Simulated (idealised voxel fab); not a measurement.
process module | voxel air gaps
Section cut is 285 nm wide and gridded with 5 nm square cells.
Cross-sections here: square-cell grids, written as top-down lists of bands, a band being one or more rows of cells. What a band's entry tells you: where the top is and where the bottom is, as heights in nm, and after that what lies inside, material by material from left to right, each with its width in nm. Empty space is written as the word "air", and a single material marked with the word "everywhere" occupies the band from edge to edge. Zero point of the height axis is 0; under it, received wafer = one material. Lowest band: continues down indefinitely, "0 and below". A width given as "30->40" starts at the first number in the band's top row and ends at the second number in its bottom row, shifting by an equal amount at every step from row to row. It should be understood that the words "no alteration", when stated for a given step, signify that the cross-section underwent no change in any of its cells during that step. Reported under the label "Fully sealed voids" are the empty spaces having no open way to the top and comprising 8 cells or more; the notation for each is width x height at distance, in which the distance is measured from the left edge and all three values are in nm. On a step's line, text after the settings is the simulator commenting on that step. When a step includes a mask, the "overlay nm" setting on its line states how far to the right of its planned place that mask lay, and negative values state how far to the left.

Process steps foreseen in the plan:
1,RECEIVE,material Si
2,CONFORMAL_DEP,material SiO2,thk nm 10
3,CONFORMAL_DEP,material SiN,thk nm 5
4,DIRECTIONAL_DEP,material lowk,thk nm 30
5,MASKED_ETCH,tone open,mask id LINES,width nm 25,pitch nm 50,etch materials lowk,depth nm 30,overlay nm 0
6,CONFORMAL_DEP,material TiN,thk nm 5
7,FILL_DEP,material Ru,thk nm 5
8,CMP,height nm 45
9,EPI,material Ru,thk nm 10
10,SELECTIVE_ETCH,etch materials lowk,depth nm 40
11,CONFORMAL_DEP,material SiCN,thk nm 5

Wafer cross-section on receipt, i.e. after step 1:
- 0 and below  Si everywhere
- Fully sealed voids: none

First wafer at the end, as planned:
- 60 down to 55  65 of air / 155 of SiCN / 65 of air
- 55 down to 45  65 of air / 5 of SiCN / 45 of Ru / 5 of SiCN / 45 of Ru / 5 of SiCN / 45 of Ru / 5 of SiCN / 65 of air
- 45 down to 40  65 of air / 15 of SiCN / 5 of TiN / 15 of Ru / 5 of TiN / 25 of SiCN / 5 of TiN / 15 of Ru / 5 of TiN / 25 of SiCN / 5 of TiN / 15 of Ru / 5 of TiN / 15 of SiCN / 65 of air
- 40 down to 20  75 of air / 5 of SiCN / 5 of TiN / 15 of Ru / 5 of TiN / 5 of SiCN / 15 of air / 5 of SiCN / 5 of TiN / 15 of Ru / 5 of TiN / 5 of SiCN / 15 of air / 5 of SiCN / 5 of TiN / 15 of Ru / 5 of TiN / 5 of SiCN / 75 of air
- 20 down to 15  80 of SiCN / 25 of TiN / 25 of SiCN / 25 of TiN / 25 of SiCN / 25 of TiN / 80 of SiCN
- 15 down to 10  SiN everywhere
- 10 down to 0  SiO2 everywhere
- 0 and below  Si everywhere
- Fully sealed voids: 15 x 20 at 110; 15 x 20 at 160

Cross-sectional view: second of two wafers, end of module; start and plan identical to the first, one mistake in running:
- 60 down to 55  70 of air / 155 of SiCN / 60 of air
- 55 down to 45  70 of air / 5 of SiCN / 45 of Ru / 5 of SiCN / 45 of Ru / 5 of SiCN / 45 of Ru / 5 of SiCN / 60 of air
- 45 down to 40  70 of air / 15 of SiCN / 5 of TiN / 15 of Ru / 5 of TiN / 25 of SiCN / 5 of TiN / 15 of Ru / 5 of TiN / 25 of SiCN / 5 of TiN / 15 of Ru / 5 of TiN / 15 of SiCN / 60 of air
- 40 down to 20  80 of air / 5 of SiCN / 5 of TiN / 15 of Ru / 5 of TiN / 5 of SiCN / 15 of air / 5 of SiCN / 5 of TiN / 15 of Ru / 5 of TiN / 5 of SiCN / 15 of air / 5 of SiCN / 5 of TiN / 15 of Ru / 5 of TiN / 5 of SiCN / 70 of air
- 20 down to 15  85 of SiCN / 25 of TiN / 25 of SiCN / 25 of TiN / 25 of SiCN / 25 of TiN / 75 of SiCN
- 15 down to 10  SiN everywhere
- 10 down to 0  SiO2 everywhere
- 0 and below  Si everywhere
- Fully sealed voids: 15 x 20 at 115; 15 x 20 at 165
What broke from the plan during processing? contrary to plan, step 5 was performed as MASKED_ETCH,tone open,mask id LINES,width nm 25,pitch nm 50,etch materials lowk,depth nm 30,overlay nm 5
At the close, every material occupies the same number of cells on the second wafer as on the first, only in different positions.
